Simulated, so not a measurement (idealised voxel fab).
The process module that follows is named voxel double patterning.
The width of the displayed cross-section, cut, is 220 nm; its cells are square, with a size of 5 nm.
Notation: cross-section as square-cell grid; stated in bands, top first, going down; one or more cell rows per band.
A band entry consists of two parts. The first gives the height of the band's top and the height of its bottom, in nm. The rest lists the band's materials from left to right, each with its width in nm. A single material labelled with the word "all across" fills the band from edge to edge, and the word "empty" marks empty space.
Note: height 0 marks the level under which the wafer is uniformly one material as received. Lowest band unbounded below, written "from 0 down".
The expression "30->40" gives the width at the extremes of the band, the first number at its top row of cells and the second at its bottom row, with the width changing by equal amounts from each row to the next in between.
Where the words "nothing was modified" appear for a step, the cross-section shows no cell changed by that step; every cell remained as before.
Heads up: "Closed void catalog" only lists the empty pockets with no open path to the top that are 8 cells or more, and it writes them as width x height at distance, distance from the left edge, in nm.
Formally, on a step line, whatever follows the settings is a remark that the simulator itself makes on the step.
You can add "overlay nm" to a step's line. For a step with a mask, it describes how far the mask lay to the right of its planned position, and a negative number describes a lay to the left.

plan
| 1 | RECEIVE: material Si |
| 2 | CONFORMAL_DEP: material SiO2, thk nm 5 |
| 3 | DIRECTIONAL_DEP: material TiN, thk nm 10 |
| 4 | DIRECTIONAL_DEP: material SiCN, thk nm 5 |
| 5 | DIRECTIONAL_DEP: material aC, thk nm 10 |
| 6 | PATTERN: tone open, mask id FIRST, material resist, width nm 15, pitch nm 50, thk nm 25, overlay nm 0 |
| 7 | DIRECTIONAL_ETCH: etch materials aC, depth nm 10 |
| 8 | STRIP: etch materials resist |
| 9 | DIRECTIONAL_ETCH: etch materials SiCN, depth nm 5 |
| 10 | STRIP: etch materials aC |
| 11 | MASKED_ETCH: tone open, mask id SECOND, width nm 15, pitch nm 50, etch materials SiCN, depth nm 5, overlay nm 0 |
| 12 | DIRECTIONAL_ETCH: etch materials TiN, depth nm 10 |
| 13 | STRIP: etch materials SiCN |

Delivered wafer in cross-section: state after step 1
* from 0 down  Si all across
* Closed void catalog: none

Final cross-section, module run with one mistake (start and plan as above)
* from 15 to 5  TiN (50); empty (20); TiN (5); empty (15); TiN (10); empty (20); TiN (5); empty (15); TiN (10); empty (20); TiN (50)
* from 5 to 0  SiO2 all across
* from 0 down  Si all across
* Closed void catalog: none
So what did we get wrong on this run? step 6 went in with a setting other than planned; the actual run was PATTERN: tone open, mask id FIRST, material resist, width nm 20, pitch nm 50, thk nm 25, overlay nm 0
